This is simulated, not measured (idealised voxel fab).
The name of this process module is voxel self aligned contacts.
FYI the section here is cut, 220 nm wide, cells are 5 nm squares.
Cross-section layout: square cells on a grid; listed as bands, top to bottom; a band spans one or more cell rows. Band: top height; bottom height; in nm. Then, left to right: material with width in nm, for each material. "edge to edge": a single material spanning edge to edge. "empty": empty space. Ref level 0: as-received wafer is one material below here. Bottom band extends down with no lower bound ("0 down"). Top row gets the first number, bottom row gets the second, and each row in between changes by the same step: that is how a band width like "30 to 40" works. "no change" (step): cross-section cells unchanged, all of them. Sealed cavities: empty space of 8 cells or more with no open way to the top, each as width x height at its distance from the left edge, in nm. Step line, after settings: the simulator's comment on this step. overlay nm: on a step with a mask, how far right of its planned place the mask lay; negative means left.

THE STEPS PLANNED FOR THE PROCESS ARE AS FOLLOWS
1. RECEIVE: material Si
2. CONFORMAL_DEP: material SiO2, thk nm 5
3. DIRECTIONAL_DEP: material polySi, thk nm 25
4. DIRECTIONAL_DEP: material SiN, thk nm 15
5. PATTERN: tone cover, mask id GATE, material resist, width nm 35, pitch nm 70, thk nm 20, overlay nm 0
6. DIRECTIONAL_ETCH: etch materials SiN, depth nm 15
7. DIRECTIONAL_ETCH: etch materials polySi, depth nm 25
8. STRIP: etch materials resist
9. CONFORMAL_DEP: material SiN, thk nm 5
10. DIRECTIONAL_ETCH: etch materials SiN, depth nm 5
11. FILL_DEP: material SiO2, thk nm 10
12. CMP: height nm 50
13. DIRECTIONAL_DEP: material aC, thk nm 10
14. PATTERN: tone open, mask id CONTACT, material resist, width nm 45, pitch nm 70, thk nm 30, overlay nm 0
15. DIRECTIONAL_ETCH: etch materials aC, depth nm 10
16. STRIP: etch materials resist
17. DIRECTIONAL_ETCH: etch materials SiO2, depth nm 50
18. STRIP: etch materials aC
19. CONFORMAL_DEP: material TiN, thk nm 5
20. FILL_DEP: material Ru, thk nm 10
21. CMP: height nm 50
22. CONFORMAL_DEP: material SiCN, thk nm 5
For this document, wafers share an identical start and vary in the step 14 width nm; the plan quotes the first wafer's value.

FIRST OF SEVERAL WAFERS (AS RECEIVED, POST STEP 1), CROSS-SECTIONAL VIEW
  0 down = Si edge to edge
  Sealed cavities: none

WHAT FOLLOWS IS A TABLE IN WHICH EACH WAFER OCCUPIES A ROW; FOR THE WAFER AS IT STANDS AT THE CLOSE OF THE MODULE, THE ROW STATES, MATERIAL BY MATERIAL, HOW MANY CELLS HAVE BEEN GAINED (+) OR LOST (-) SINCE RECEIPT, AND THEN GIVES ITS CLOSED VOIDS
width nm 45, +54 Ru, +44 SiCN, +111 SiN, +116 SiO2, +54 TiN, +105 polySi, Sealed cavities: none
width nm 50, +54 Ru, +44 SiCN, +111 SiN, +114 SiO2, +56 TiN, +105 polySi, Sealed cavities: none
width nm 55, +54 Ru, +44 SiCN, +111 SiN, +112 SiO2, +58 TiN, +105 polySi, Sealed cavities: none
